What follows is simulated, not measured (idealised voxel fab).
The process module presented herein is designated voxel wiring stack.
Shown is cross-section cut, with a width of 215 nm and square cells of size 5 nm.
Each cross-section below is a grid of square cells, stated as bands in top-down order, with one or more rows of cells making up each band.
Band entry format. Leading values: height of top, height of bottom, nm. Remainder: materials in left-to-right order, each with its width in nm. Special words: "full width" on a single material, which then fills the band edge to edge; "empty", empty space.
For the purposes of this specification, 0 denotes the height below which the wafer in its as-received condition is composed wholly of one material, and the lowermost band, lacking a lower limit, extends downward without end, as expressed in "top 0, no bottom".
Quick explanation for "30..40": the width changes in equal steps down the rows of cells, from the first number in the band's top row to the second number in its bottom row.
"nothing different" (step): cross-section cells unchanged, all of them.
For the entry "Closed void roster", the listed items are empty spaces with no open way to the top whose size is 8 cells or more; each item follows the pattern width x height at distance, where distance is from the left edge and all three are in nm.
If you see something after the settings on a step's line, that's the simulator's own remark about that step.
A step line may carry the setting "overlay nm", which, for steps involving a mask, states the distance by which the mask lay to the right of its intended position; negative values denote displacement to the left.
PROCESS STEPS - PLAN
1: RECEIVE (material Si)
2: CONFORMAL_DEP (material SiO2; thk nm 15)
3: CONFORMAL_DEP (material SiCN; thk nm 5)
4: DIRECTIONAL_DEP (material SiO2; thk nm 25)
5: PATTERN (tone open; mask id METAL_1; material resist; width nm 20; pitch nm 45; thk nm 15; overlay nm 0)
6: DIRECTIONAL_ETCH (etch materials SiO2; depth nm 25)
7: DIRECTIONAL_ETCH (etch materials SiCN; depth nm 5)
8: STRIP (etch materials resist)
9: CONFORMAL_DEP (material TiN; thk nm 5)
10: FILL_DEP (material W; thk nm 10)
11: CMP (height nm 45)
12: CONFORMAL_DEP (material SiCN; thk nm 5)
13: DIRECTIONAL_DEP (material lowk; thk nm 10)
14: PATTERN (tone open; mask id PLUG_1; material resist; width nm 15; pitch nm 90; thk nm 20; overlay nm 0)
15: DIRECTIONAL_ETCH (etch materials lowk; depth nm 10)
16: DIRECTIONAL_ETCH (etch materials SiCN; depth nm 5)
17: STRIP (etch materials resist)
18: CONFORMAL_DEP (material TiN; thk nm 5)
19: FILL_DEP (material Cu; thk nm 5)
20: CMP (height nm 60)
21: CONFORMAL_DEP (material SiCN; thk nm 5)
22: DIRECTIONAL_DEP (material lowk; thk nm 20)
23: DIRECTIONAL_DEP (material aC; thk nm 15)
24: PATTERN (tone open; mask id METAL_2; material resist; width nm 20; pitch nm 45; thk nm 30; overlay nm 0)
25: DIRECTIONAL_ETCH (etch materials aC; depth nm 15)
26: STRIP (etch materials resist)
27: DIRECTIONAL_ETCH (etch materials lowk; depth nm 20)
28: DIRECTIONAL_ETCH (etch materials SiCN; depth nm 5)
29: STRIP (etch materials aC)
30: CONFORMAL_DEP (material TiN; thk nm 5)
31: FILL_DEP (material Ru; thk nm 10)
32: CMP (height nm 85)
33: CONFORMAL_DEP (material SiCN; thk nm 5)
34: DIRECTIONAL_DEP (material SiO2; thk nm 30)
35: PATTERN (tone open; mask id METAL_3; material resist; width nm 20; pitch nm 45; thk nm 20; overlay nm 0)
36: DIRECTIONAL_ETCH (etch materials SiO2; depth nm 20)
37: STRIP (etch materials resist)
38: MASKED_ETCH (tone open; mask id METAL_3_HOLES; width nm 15; pitch nm 90; etch materials SiO2; depth nm 10; overlay nm 0)
39: MASKED_ETCH (tone open; mask id METAL_3_HOLES; width nm 15; pitch nm 90; etch materials SiCN; depth nm 5; overlay nm 0)
40: CONFORMAL_DEP (material TiN; thk nm 5)
41: FILL_DEP (material Cu; thk nm 5)
42: CMP (height nm 120)
43: CONFORMAL_DEP (material SiCN; thk nm 5)
HERE'S WHAT THE WAFER LOOKED LIKE IN CROSS-SECTION WHEN IT ARRIVED - THAT'S AFTER STEP 1
* top 0, no bottom = Si full width
* Closed void roster: none
RUN AS PLANNED - FIRST OF THE TWO WAFERS CROSS-SECTIONED AT THE END OF THE MODULE
* top 125, bottom 120 = SiCN full width
* top 120, bottom 105 = SiO2=50; TiN=5; Cu=10; TiN=5; SiO2=25; TiN=5; Cu=10; TiN=5; SiO2=25; TiN=5; Cu=10; TiN=5; SiO2=55
* top 105, bottom 100 = SiO2=50; TiN=5; Cu=5; TiN=10; SiO2=25; TiN=20; SiO2=25; TiN=5; Cu=5; TiN=10; SiO2=55
* top 100, bottom 90 = SiO2=50; TiN=5; Cu=5; TiN=5; SiO2=75; TiN=5; Cu=5; TiN=5; SiO2=60
* top 90, bottom 85 = SiCN=50; TiN=15; SiCN=75; TiN=15; SiCN=60
* top 85, bottom 65 = lowk=50; TiN=5; Ru=10; TiN=5; lowk=25; TiN=5; Ru=10; TiN=5; lowk=25; TiN=5; Ru=10; TiN=5; lowk=55
* top 65, bottom 60 = SiCN=50; TiN=20; SiCN=25; TiN=20; SiCN=25; TiN=20; SiCN=55
* top 60, bottom 50 = lowk=50; TiN=5; Cu=5; TiN=5; lowk=75; TiN=5; Cu=5; TiN=5; lowk=60
* top 50, bottom 45 = SiCN=50; TiN=15; SiCN=75; TiN=15; SiCN=60
* top 45, bottom 20 = SiO2=50; TiN=5; W=10; TiN=5; SiO2=25; TiN=5; W=10; TiN=5; SiO2=25; TiN=5; W=10; TiN=5; SiO2=55
* top 20, bottom 15 = SiCN=50; TiN=20; SiCN=25; TiN=20; SiCN=25; TiN=20; SiCN=55
* top 15, bottom 0 = SiO2 full width
* top 0, no bottom = Si full width
* Closed void roster: none
CROSS-SECTIONAL IMAGE OF THE SECOND WAFER OF THE TWO FOLLOWING COMPLETION OF THE MODULE. STARTING STATE AND PROCESS PLAN WERE THE SAME AS FOR THE FIRST WAFER; ONE EXECUTION ERROR OCCURRED
* top 125, bottom 120 = SiCN full width
* top 120, bottom 105 = SiO2=50; TiN=5; Cu=10; TiN=5; SiO2=25; TiN=5; Cu=10; TiN=5; SiO2=25; TiN=5; Cu=10; TiN=5; SiO2=55
* top 105, bottom 100 = SiO2=50; TiN=5; Cu=5; TiN=10; SiO2=25; TiN=20; SiO2=25; TiN=5; Cu=5; TiN=10; SiO2=55
* top 100, bottom 90 = SiO2=50; TiN=5; Cu=5; TiN=5; SiO2=75; TiN=5; Cu=5; TiN=5; SiO2=60
* top 90, bottom 85 = SiCN=50; TiN=15; SiCN=75; TiN=15; SiCN=60
* top 85, bottom 65 = lowk=50; TiN=5; Ru=10; TiN=5; lowk=25; TiN=5; Ru=10; TiN=5; lowk=25; TiN=5; Ru=10; TiN=5; lowk=55
* top 65, bottom 60 = SiCN=50; TiN=20; SiCN=25; TiN=20; SiCN=25; TiN=20; SiCN=55
* top 60, bottom 50 = lowk=50; TiN=5; Cu=5; TiN=5; lowk=75; TiN=5; Cu=5; TiN=5; lowk=60
* top 50, bottom 45 = SiCN=50; TiN=15; SiCN=75; TiN=15; SiCN=60
* top 45, bottom 35 = SiO2=50; TiN=5; W=10; TiN=5; SiO2=25; TiN=5; W=10; TiN=5; SiO2=25; TiN=5; W=10; TiN=5; SiO2=55
* top 35, bottom 30 = SiCN=50; TiN=20; SiCN=25; TiN=20; SiCN=25; TiN=20; SiCN=55
* top 30, bottom 0 = SiO2 full width
* top 0, no bottom = Si full width
* Closed void roster: none
what went wrong: the plan's step 2 ran twice
End of process, cell counts, second wafer against first, materials with more or fewer: SiO2: 36 more | TiN: 18 fewer | W: 18 fewer
